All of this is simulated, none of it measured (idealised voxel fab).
The process module presented herein is designated voxel self aligned vias.
The figure presents cross-section cut, which has a width of 255 nm and is divided into square cells with an edge length of 5 nm.
Reading order for cross-sections: top band down to bottom band. Underlying form: a grid of square cells. Band size: one or more rows of cells. A band entry consists of two parts. The first gives the height of the band's top and the height of its bottom, in nm. The rest lists the band's materials from left to right, each with its width in nm. A single material labelled with the word "throughout" fills the band from edge to edge, and the word "blank" marks empty space. Zero point of the height axis is 0; under it, received wafer = one material. Lowest band: continues down indefinitely, "0 -> down". So if you see something like "30..40" for the width, read it as the top row of the band sitting at the first number and the bottom row at the second, with every row in between moving by the same amount as the last. "no modification" for a step: no cell of the cross-section changed in that step. In the "Fully sealed voids" entry, you get each enclosed empty space of 8 cells or more, one with no open way to the top, written width x height at distance, distance from the left edge, in nm. Post-settings text on a step line: simulator's own remark regarding the step. The optional step-line setting "overlay nm" applies to steps with a mask and quantifies how far to the right of its planned location the mask lay, a negative value indicating leftward placement.

The following list gives the planned process steps
| 1 | RECEIVE [material Si] |
| 2 | CONFORMAL_DEP [material SiO2] [thk nm 10] |
| 3 | CONFORMAL_DEP [material SiCN] [thk nm 5] |
| 4 | DIRECTIONAL_DEP [material lowk] [thk nm 25] |
| 5 | PATTERN [tone open] [mask id LINES] [material resist] [width nm 25] [pitch nm 55] [thk nm 20] [overlay nm -15] |
| 6 | DIRECTIONAL_ETCH [etch materials lowk] [depth nm 25] |
| 7 | STRIP [etch materials resist] |
| 8 | CONFORMAL_DEP [material TiN] [thk nm 5] |
| 9 | FILL_DEP [material Ru] [thk nm 10] |
| 10 | CMP [height nm 40] |
| 11 | SELECTIVE_ETCH [etch materials W Ru TiN] [depth nm 5] |
| 12 | FILL_DEP [material SiN] [thk nm 10] |
| 13 | CMP [height nm 40] |
| 14 | DIRECTIONAL_DEP [material lowk] [thk nm 15] |
| 15 | DIRECTIONAL_DEP [material aC] [thk nm 15] |
| 16 | PATTERN [tone open] [mask id VIAS] [material resist] [width nm 35] [pitch nm 55] [thk nm 30] [overlay nm 0] |
| 17 | DIRECTIONAL_ETCH [etch materials aC] [depth nm 15] |
| 18 | STRIP [etch materials resist] |
| 19 | DIRECTIONAL_ETCH [etch materials lowk] [depth nm 15] |
| 20 | DIRECTIONAL_ETCH [etch materials SiN] [depth nm 5] |
| 21 | STRIP [etch materials aC] |
| 22 | CONFORMAL_DEP [material TiN] [thk nm 5] |
| 23 | FILL_DEP [material Cu] [thk nm 10] |
| 24 | CMP [height nm 55] |
| 25 | CONFORMAL_DEP [material SiCN] [thk nm 5] |
The wafers are alike at the start. At step 5, their overlay nm differs. The plan lists the first wafer's value.

Cut through the first of several wafers as received, post step 1
> 0 -> down = Si throughout
> Fully sealed voids: none

Once step 25, the last step, is complete, the module is at its end; this is the cross-section of the first of several wafers
> 60 -> 55 = SiCN throughout
> 55 -> 45 = 80 lowk; 5 TiN; 25 Cu; 5 TiN; 20 lowk; 5 TiN; 25 Cu; 5 TiN; 85 lowk
> 45 -> 40 = 80 lowk; 5 TiN; 5 Cu; 25 TiN; 20 lowk; 5 TiN; 5 Cu; 25 TiN; 85 lowk
> 40 -> 35 = 70 lowk; 10 SiN; 15 TiN; 30 lowk; 10 SiN; 15 TiN; 105 lowk
> 35 -> 20 = 70 lowk; 5 TiN; 15 Ru; 5 TiN; 30 lowk; 5 TiN; 15 Ru; 5 TiN; 105 lowk
> 20 -> 15 = 70 lowk; 25 TiN; 30 lowk; 25 TiN; 105 lowk
> 15 -> 10 = SiCN throughout
> 10 -> 0 = SiO2 throughout
> 0 -> down = Si throughout
> Fully sealed voids: none

The module's end: a cross-section of the last wafer
> 60 -> 55 = SiCN throughout
> 55 -> 45 = 80 lowk; 5 TiN; 25 Cu; 5 TiN; 20 lowk; 5 TiN; 25 Cu; 5 TiN; 85 lowk
> 45 -> 40 = 80 lowk; 25 TiN; 5 Cu; 5 TiN; 20 lowk; 25 TiN; 5 Cu; 5 TiN; 85 lowk
> 40 -> 35 = 100 lowk; 15 TiN; 10 SiN; 30 lowk; 15 TiN; 10 SiN; 75 lowk
> 35 -> 20 = 100 lowk; 5 TiN; 15 Ru; 5 TiN; 30 lowk; 5 TiN; 15 Ru; 5 TiN; 75 lowk
> 20 -> 15 = 100 lowk; 25 TiN; 30 lowk; 25 TiN; 75 lowk
> 15 -> 10 = SiCN throughout
> 10 -> 0 = SiO2 throughout
> 0 -> down = Si throughout
> Fully sealed voids: none

Quick key for the table: a row per wafer, taken at the end of the module. For each material it tells you how many cells the wafer gained (+) or lost (-) since it came in, and the closed voids come after
overlay nm -15, +22 Cu, +18 Ru, +102 SiCN, +4 SiN, +102 SiO2, +48 TiN, +316 lowk, Fully sealed voids: none
overlay nm -10, +24 Cu, +18 Ru, +102 SiCN, +2 SiN, +102 SiO2, +48 TiN, +316 lowk, Fully sealed voids: none
overlay nm -5, +26 Cu, +18 Ru, +102 SiCN, +102 SiO2, +48 TiN, +316 lowk, Fully sealed voids: none
overlay nm 0, +26 Cu, +18 Ru, +102 SiCN, +102 SiO2, +48 TiN, +316 lowk, Fully sealed voids: none
overlay nm 5, +26 Cu, +18 Ru, +102 SiCN, +102 SiO2, +48 TiN, +316 lowk, Fully sealed voids: none
overlay nm 10, +24 Cu, +18 Ru, +102 SiCN, +2 SiN, +102 SiO2, +48 TiN, +316 lowk, Fully sealed voids: none
overlay nm 15, +22 Cu, +18 Ru, +102 SiCN, +4 SiN, +102 SiO2, +48 TiN, +316 lowk, Fully sealed voids: none
